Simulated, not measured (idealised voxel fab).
You're looking at the process module voxel double patterning.
Cross-section cut: width 290 nm, square cells of 5 nm.
Format of a cross-section: grid, square cells. Given as bands. Order: top down. Band: one or more rows of cells.
What a band's entry tells you: where the top is and where the bottom is, as heights in nm, and after that what lies inside, material by material from left to right, each with its width in nm. Empty space is written as the word "empty", and a single material marked with the word "full width" occupies the band from edge to edge.
A quick word on heights: they are counted from 0, and under that level the wafer as it came to us is one material throughout. The lowest band is different from the rest in having no bottom; it simply continues downward, written as in "0 -> down".
You'd read "30 to 40" like this: the band's top row of cells is as wide as the first number, its bottom row is as wide as the second, and going down, every row changes width by the same amount as the row before did.
Basically "nothing got changed" means that step didn't change any cell in the cross-section.
"Enclosed empty spaces" specifies each empty space that is not open to the top and that occupies no fewer than 8 cells, using the form width x height at distance, the distance measured from the left edge and all three quantities in nm.
Read whatever lies past the settings on a step's line as the simulator's own remark about the step.
overlay nm: step with mask; distance mask lay right of planned place; negative value = left of planned place.
### So here's the lineup of process steps we planned
step 1: RECEIVE with material Si
step 2: CONFORMAL_DEP with material SiO2, thk nm 5
step 3: DIRECTIONAL_DEP with material polySi, thk nm 10
step 4: DIRECTIONAL_DEP with material SiCN, thk nm 5
step 5: PATTERN with tone open, mask id FIRST, material resist, width nm 15, pitch nm 50, thk nm 20, overlay nm 0
step 6: DIRECTIONAL_ETCH with etch materials SiCN, depth nm 5
step 7: STRIP with etch materials resist
step 8: PATTERN with tone open, mask id SECOND, material resist, width nm 15, thk nm 15, overlay nm 0
step 9: DIRECTIONAL_ETCH with etch materials SiCN, depth nm 5
step 10: STRIP with etch materials resist
step 11: DIRECTIONAL_ETCH with etch materials polySi, depth nm 10
step 12: STRIP with etch materials SiCN
### Account of the first of two wafers, which was processed as intended
### Received-state cross-section, reflecting completion of step 1
  0 -> down = Si full width
  Enclosed empty spaces: none
### Take a look at the wafer's cross-section after step 2
  5 -> 0 = SiO2 full width
  All layers under 0 are left as they were.
### Take a look at the wafer's cross-section after step 3
  15 -> 5 = polySi full width
  All layers under 5 are left as they were.
### Take a look at the wafer's cross-section after step 4
  20 -> 15 = SiCN full width
  All layers under 15 are left as they were.
### Take a look at the wafer's cross-section after step 5
  40 -> 20 = resist (110); empty (15); resist (35); empty (15); resist (115)
  All layers under 20 are left as they were.
### Take a look at the wafer's cross-section after step 6
  40 -> 20 = resist (110); empty (15); resist (35); empty (15); resist (115)
  20 -> 15 = SiCN (110); empty (15); SiCN (35); empty (15); SiCN (115)
  All layers under 15 are left as they were.
### Take a look at the wafer's cross-section after step 7
  20 -> 15 = SiCN (110); empty (15); SiCN (35); empty (15); SiCN (115)
  All layers under 15 are left as they were.
### Take a look at the wafer's cross-section after step 8
  35 -> 20 = resist (135); empty (15); resist (140)
  20 -> 15 = SiCN (110); resist (15); SiCN (35); resist (15); SiCN (115)
  All layers under 15 are left as they were.
### Take a look at the wafer's cross-section after step 9
  35 -> 20 = resist (135); empty (15); resist (140)
  20 -> 15 = SiCN (110); resist (15); SiCN (10); empty (15); SiCN (10); resist (15); SiCN (115)
  All layers under 15 are left as they were.
### Take a look at the wafer's cross-section after step 10
  20 -> 15 = SiCN (110); empty (15); SiCN (10); empty (15); SiCN (10); empty (15); SiCN (115)
  All layers under 15 are left as they were.
### Take a look at the wafer's cross-section after step 11
  20 -> 15 = SiCN (110); empty (15); SiCN (10); empty (15); SiCN (10); empty (15); SiCN (115)
  15 -> 5 = polySi (110); empty (15); polySi (10); empty (15); polySi (10); empty (15); polySi (115)
  All layers under 5 are left as they were.
### Take a look at the wafer's cross-section after step 12
  15 -> 5 = polySi (110); empty (15); polySi (10); empty (15); polySi (10); empty (15); polySi (115)
  All layers under 5 are left as they were.
### second wafer: like start, like plan, one mistake. Through step 1 it matches the first wafer
### Second wafer, section view, time point: scheduled end of step 2
  15 -> 0 = SiO2 full width
  All layers under 0 are left as they were.
### Second wafer, section view, time point: scheduled end of step 3
  25 -> 15 = polySi full width
  All layers under 15 are left as they were.
### Second wafer, section view, time point: scheduled end of step 4
  30 -> 25 = SiCN full width
  All layers under 25 are left as they were.
### Second wafer, section view, time point: scheduled end of step 5
  50 -> 30 = resist (110); empty (15); resist (35); empty (15); resist (115)
  All layers under 30 are left as they were.
### Second wafer, section view, time point: scheduled end of step 6
  50 -> 30 = resist (110); empty (15); resist (35); empty (15); resist (115)
  30 -> 25 = SiCN (110); empty (15); SiCN (35); empty (15); SiCN (115)
  All layers under 25 are left as they were.
### Second wafer, section view, time point: scheduled end of step 7
  30 -> 25 = SiCN (110); empty (15); SiCN (35); empty (15); SiCN (115)
  All layers under 25 are left as they were.
### Second wafer, section view, time point: scheduled end of step 8
  45 -> 30 = resist (135); empty (15); resist (140)
  30 -> 25 = SiCN (110); resist (15); SiCN (35); resist (15); SiCN (115)
  All layers under 25 are left as they were.
### Second wafer, section view, time point: scheduled end of step 9
  45 -> 30 = resist (135); empty (15); resist (140)
  30 -> 25 = SiCN (110); resist (15); SiCN (10); empty (15); SiCN (10); resist (15); SiCN (115)
  All layers under 25 are left as they were.
### Second wafer, section view, time point: scheduled end of step 10
  30 -> 25 = SiCN (110); empty (15); SiCN (10); empty (15); SiCN (10); empty (15); SiCN (115)
  All layers under 25 are left as they were.
### Second wafer, section view, time point: scheduled end of step 11
  30 -> 25 = SiCN (110); empty (15); SiCN (10); empty (15); SiCN (10); empty (15); SiCN (115)
  25 -> 15 = polySi (110); empty (15); polySi (10); empty (15); polySi (10); empty (15); polySi (115)
  All layers under 15 are left as they were.
### Second wafer, section view, time point: scheduled end of step 12
  25 -> 15 = polySi (110); empty (15); polySi (10); empty (15); polySi (10); empty (15); polySi (115)
  All layers under 15 are left as they were.
Heads up, the wafer didn't run the way we planned it: step 2 went in with a setting other than planned; the actual run was CONFORMAL_DEP with material SiO2, thk nm 15
In the final state, the cell counts of the second wafer exceed or fall short of those of the first for the following materials: +116 SiO2
